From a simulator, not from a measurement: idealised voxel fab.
Herein follows the process module entitled voxel ribs on slabs.
Shown is cross-section cut, with a width of 260 nm and square cells of size 5 nm.
Cross-section spec: square-cell grid; bands listed top down; each band is one or more rows. Within each band entry, the heights of the top and of the bottom of the band appear first, in that order and in nm; the materials of the band then follow from left to right, each with its corresponding width in nm. The designation "everywhere" on a single material indicates that it fills the band from edge to edge; the designation "air" indicates empty space. We count height from 0. Below that, the starting wafer is all one material. The lowest band never ends at the bottom but goes on down; see "0 nm and below" for how that is written. You'd read "30..40" like this: the band's top row of cells is as wide as the first number, its bottom row is as wide as the second, and going down, every row changes width by the same amount as the row before did. Where the words "same as before" appear for a step, the cross-section shows no cell changed by that step; every cell remained as before. "Closed void inventory": sealed empty spaces, 8 cells or more, no open way to top, listed width x height at distance, with distance from the left edge and width, height and distance in nm. What comes after the settings on a step's line is commentary from the simulator itself on that step. The line of a step may include "overlay nm". On a step with a mask, this value is how far to the right of its planned place the mask lay. A negative value means the mask lay to the left.

## So here's the lineup of process steps we planned
1 RECEIVE: material Si
2 DIRECTIONAL_DEP: material SiO2, thk nm 20
3 DIRECTIONAL_DEP: material SiN, thk nm 25
4 DIRECTIONAL_DEP: material aC, thk nm 10
5 PATTERN: tone cover, mask id RIB, material resist, width nm 20, thk nm 25, overlay nm 0
6 DIRECTIONAL_ETCH: etch materials aC, depth nm 10
7 STRIP: etch materials resist
8 DIRECTIONAL_ETCH: etch materials SiN, depth nm 5
9 STRIP: etch materials aC
10 MASKED_ETCH: tone cover, mask id SLAB, width nm 60, etch materials SiN, depth nm 20, overlay nm 0
11 FILL_DEP: material SiO2, thk nm 15
12 CMP: height nm 55
13 DIRECTIONAL_DEP: material W, thk nm 5
14 PATTERN: tone cover, mask id HEATER, material resist, width nm 30, thk nm 15, overlay nm 0
15 DIRECTIONAL_ETCH: etch materials W, depth nm 5
16 STRIP: etch materials resist
17 CONFORMAL_DEP: material SiO2, thk nm 10

## Concerning the first of two wafers, which was run in accordance with the plan

## Delivered wafer in cross-section: state after step 1
0 nm and below = Si everywhere
Closed void inventory: none

## Cross-sectional representation of the wafer at the conclusion of step 2
20 nm to 0 nm = SiO2 everywhere
Below a height of 0, the structure has not been altered.

## Cross-sectional representation of the wafer at the conclusion of step 3
45 nm to 20 nm = SiN everywhere
Below a height of 20, the structure has not been altered.

## Cross-sectional representation of the wafer at the conclusion of step 4
55 nm to 45 nm = aC everywhere
Below a height of 45, the structure has not been altered.

## Cross-sectional representation of the wafer at the conclusion of step 5
80 nm to 55 nm = 120 nm air | 20 nm resist | 120 nm air
Below a height of 55, the structure has not been altered.

## Cross-sectional representation of the wafer at the conclusion of step 6
70 nm to 55 nm = 120 nm air | 20 nm resist | 120 nm air
55 nm to 45 nm = 120 nm air | 20 nm aC | 120 nm air
Below a height of 45, the structure has not been altered.

## Cross-sectional representation of the wafer at the conclusion of step 7
55 nm to 45 nm = 120 nm air | 20 nm aC | 120 nm air
Below a height of 45, the structure has not been altered.

## Cross-sectional representation of the wafer at the conclusion of step 8
55 nm to 45 nm = 120 nm air | 20 nm aC | 120 nm air
45 nm to 40 nm = 120 nm air | 20 nm SiN | 120 nm air
Below a height of 40, the structure has not been altered.

## Cross-sectional representation of the wafer at the conclusion of step 9
45 nm to 40 nm = 120 nm air | 20 nm SiN | 120 nm air
Below a height of 40, the structure has not been altered.

## Cross-sectional representation of the wafer at the conclusion of step 10
45 nm to 40 nm = 120 nm air | 20 nm SiN | 120 nm air
40 nm to 20 nm = 100 nm air | 60 nm SiN | 100 nm air
Below a height of 20, the structure has not been altered.

## Cross-sectional representation of the wafer at the conclusion of step 11
60 nm to 45 nm = SiO2 everywhere
45 nm to 40 nm = 120 nm SiO2 | 20 nm SiN | 120 nm SiO2
40 nm to 20 nm = 100 nm SiO2 | 60 nm SiN | 100 nm SiO2
Below a height of 20, the structure has not been altered.

## Cross-sectional representation of the wafer at the conclusion of step 12
55 nm to 45 nm = SiO2 everywhere
Below a height of 45, the structure has not been altered.

## Cross-sectional representation of the wafer at the conclusion of step 13
60 nm to 55 nm = W everywhere
Below a height of 55, the structure has not been altered.

## Cross-sectional representation of the wafer at the conclusion of step 14
75 nm to 60 nm = 115 nm air | 30 nm resist | 115 nm air
Below a height of 60, the structure has not been altered.

## Cross-sectional representation of the wafer at the conclusion of step 15
75 nm to 60 nm = 115 nm air | 30 nm resist | 115 nm air
60 nm to 55 nm = 115 nm air | 30 nm W | 115 nm air
Below a height of 55, the structure has not been altered.

## Cross-sectional representation of the wafer at the conclusion of step 16
60 nm to 55 nm = 115 nm air | 30 nm W | 115 nm air
Below a height of 55, the structure has not been altered.

## Cross-sectional representation of the wafer at the conclusion of step 17
70 nm to 65 nm = 105 nm air | 50 nm SiO2 | 105 nm air
65 nm to 60 nm = SiO2 everywhere
60 nm to 55 nm = 115 nm SiO2 | 30 nm W | 115 nm SiO2
Below a height of 55, the structure has not been altered.

## Second wafer: same start and same plan as the first, one execution error; identical to the first through step 4

## X-section, second wafer, when step 5 was due to finish
80 nm to 55 nm = 120 nm resist | 20 nm air | 120 nm resist
Below a height of 55, the structure has not been altered.

## X-section, second wafer, when step 6 was due to finish
70 nm to 55 nm = 120 nm resist | 20 nm air | 120 nm resist
55 nm to 45 nm = 120 nm aC | 20 nm air | 120 nm aC
Below a height of 45, the structure has not been altered.

## X-section, second wafer, when step 7 was due to finish
55 nm to 45 nm = 120 nm aC | 20 nm air | 120 nm aC
Below a height of 45, the structure has not been altered.

## X-section, second wafer, when step 8 was due to finish
55 nm to 45 nm = 120 nm aC | 20 nm air | 120 nm aC
45 nm to 40 nm = 120 nm SiN | 20 nm air | 120 nm SiN
Below a height of 40, the structure has not been altered.

## X-section, second wafer, when step 9 was due to finish
45 nm to 40 nm = 120 nm SiN | 20 nm air | 120 nm SiN
Below a height of 40, the structure has not been altered.

## X-section, second wafer, when step 10 was due to finish
45 nm to 40 nm = 100 nm air | 20 nm SiN | 20 nm air | 20 nm SiN | 100 nm air
40 nm to 25 nm = 100 nm air | 60 nm SiN | 100 nm air
Below a height of 25, the structure has not been altered.

## X-section, second wafer, when step 11 was due to finish
60 nm to 45 nm = SiO2 everywhere
45 nm to 40 nm = 100 nm SiO2 | 20 nm SiN | 20 nm SiO2 | 20 nm SiN | 100 nm SiO2
40 nm to 25 nm = 100 nm SiO2 | 60 nm SiN | 100 nm SiO2
Below a height of 25, the structure has not been altered.

## X-section, second wafer, when step 12 was due to finish
55 nm to 45 nm = SiO2 everywhere
Below a height of 45, the structure has not been altered.

## X-section, second wafer, when step 13 was due to finish
60 nm to 55 nm = W everywhere
Below a height of 55, the structure has not been altered.

## X-section, second wafer, when step 14 was due to finish
75 nm to 60 nm = 115 nm air | 30 nm resist | 115 nm air
Below a height of 60, the structure has not been altered.

## X-section, second wafer, when step 15 was due to finish
75 nm to 60 nm = 115 nm air | 30 nm resist | 115 nm air
60 nm to 55 nm = 115 nm air | 30 nm W | 115 nm air
Below a height of 55, the structure has not been altered.

## X-section, second wafer, when step 16 was due to finish
60 nm to 55 nm = 115 nm air | 30 nm W | 115 nm air
Below a height of 55, the structure has not been altered.

## X-section, second wafer, when step 17 was due to finish
70 nm to 65 nm = 105 nm air | 50 nm SiO2 | 105 nm air
65 nm to 60 nm = SiO2 everywhere
60 nm to 55 nm = 115 nm SiO2 | 30 nm W | 115 nm SiO2
Below a height of 55, the structure has not been altered.
Run error: so step 5 ended up running with a different setting than we planned, it ran as PATTERN: tone open, mask id RIB, material resist, width nm 20, thk nm 25, overlay nm 0
Final difference in cells, second wafer against first, listed per material as more or fewer: +44 SiN; -44 SiO2
